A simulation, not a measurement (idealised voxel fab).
This is a process module. Its name is voxel air gaps.
Shown is cross-section cut, with a width of 205 nm and square cells of size 5 nm.
For the purposes of this document, a cross-section shall be understood as a grid of square cells, specified as bands listed in top-to-bottom order, each band consisting of one or more rows of cells. The entry gives the band's vertical extent as a top height and a bottom height in nm, then its horizontal make-up as materials from left to right, each with a width in nm. "empty" stands for empty space; a single material marked "edge to edge" fills the band edge to edge. Convention: height 0 is the level below which the wafer, as received, is all one material. The lowest band does not terminate at the bottom but continues downward, represented as "0 and below". The expression "30->40" gives the width at the extremes of the band, the first number at its top row of cells and the second at its bottom row, with the width changing by equal amounts from each row to the next in between. "stayed the same" after a step means that no cell of the cross-section changed. "Fully sealed voids": empty spaces of 8 cells or more with no open way to the top, each given as width x height at distance, distance from the left edge, all in nm. It should be noted that, on the line of a given step, the content following the step's settings is a remark produced by the simulator itself with respect to that step. overlay nm: on a step with a mask, how far right of its planned place the mask lay; negative means left.
[Here's what the planned process steps look like]
1) RECEIVE | material Si
2) CONFORMAL_DEP | material SiO2 | thk nm 15
3) CONFORMAL_DEP | material SiN | thk nm 5
4) DIRECTIONAL_DEP | material lowk | thk nm 40
5) MASKED_ETCH | tone open | mask id LINES | width nm 25 | pitch nm 55 | etch materials lowk | depth nm 40 | overlay nm 0
6) CONFORMAL_DEP | material TiN | thk nm 5
7) FILL_DEP | material Ru | thk nm 5
8) CMP | height nm 60
9) EPI | material Ru | thk nm 10
10) SELECTIVE_ETCH | etch materials lowk | depth nm 50
11) CONFORMAL_DEP | material SiCN | thk nm 5
[Cross-sectional view of the wafer in its as-received condition, corresponding to the state after step 1]
- 0 and below = Si edge to edge
- Fully sealed voids: none
[Cross-sectional view of the first of the two wafers upon completion of the module, processed in accordance with the plan]
- 75 down to 70 = 20 empty | 165 SiCN | 20 empty
- 70 down to 60 = 20 empty | 5 SiCN | 45 Ru | 10 SiCN | 45 Ru | 10 SiCN | 45 Ru | 5 SiCN | 20 empty
- 60 down to 55 = 20 empty | 15 SiCN | 5 TiN | 15 Ru | 5 TiN | 30 SiCN | 5 TiN | 15 Ru | 5 TiN | 30 SiCN | 5 TiN | 15 Ru | 5 TiN | 15 SiCN | 20 empty
- 55 down to 25 = 30 empty | 5 SiCN | 5 TiN | 15 Ru | 5 TiN | 5 SiCN | 20 empty | 5 SiCN | 5 TiN | 15 Ru | 5 TiN | 5 SiCN | 20 empty | 5 SiCN | 5 TiN | 15 Ru | 5 TiN | 5 SiCN | 30 empty
- 25 down to 20 = 35 SiCN | 25 TiN | 30 SiCN | 25 TiN | 30 SiCN | 25 TiN | 35 SiCN
- 20 down to 15 = SiN edge to edge
- 15 down to 0 = SiO2 edge to edge
- 0 and below = Si edge to edge
- Fully sealed voids: 20 x 30 at 65; 20 x 30 at 120
[End of module, second wafer, cross-section. Started like the first, planned like the first, run with one mistake]
- 85 down to 80 = 10 empty | 185 SiCN | 10 empty
- 80 down to 60 = 10 empty | 5 SiCN | 175 Ru | 5 SiCN | 10 empty
- 60 down to 55 = 10 empty | 25 SiCN | 5 TiN | 15 Ru | 5 TiN | 30 lowk | 5 TiN | 15 Ru | 5 TiN | 30 lowk | 5 TiN | 15 Ru | 5 TiN | 25 SiCN | 10 empty
- 55 down to 25 = 30 empty | 5 SiCN | 5 TiN | 15 Ru | 5 TiN | 30 lowk | 5 TiN | 15 Ru | 5 TiN | 30 lowk | 5 TiN | 15 Ru | 5 TiN | 5 SiCN | 30 empty
- 25 down to 20 = 35 SiCN | 25 TiN | 30 lowk | 25 TiN | 30 lowk | 25 TiN | 35 SiCN
- 20 down to 15 = SiN edge to edge
- 15 down to 0 = SiO2 edge to edge
- 0 and below = Si edge to edge
- Fully sealed voids: none
Misprocessing identified: regarding the plan, step 9 was run twice
Looking at both finished wafers in cells, the second ends up ahead of or behind the first on some materials: Ru +86; SiCN -44; lowk +96
The closed voids present at the end amount to 2 for the first wafer and 0 for the second wafer.
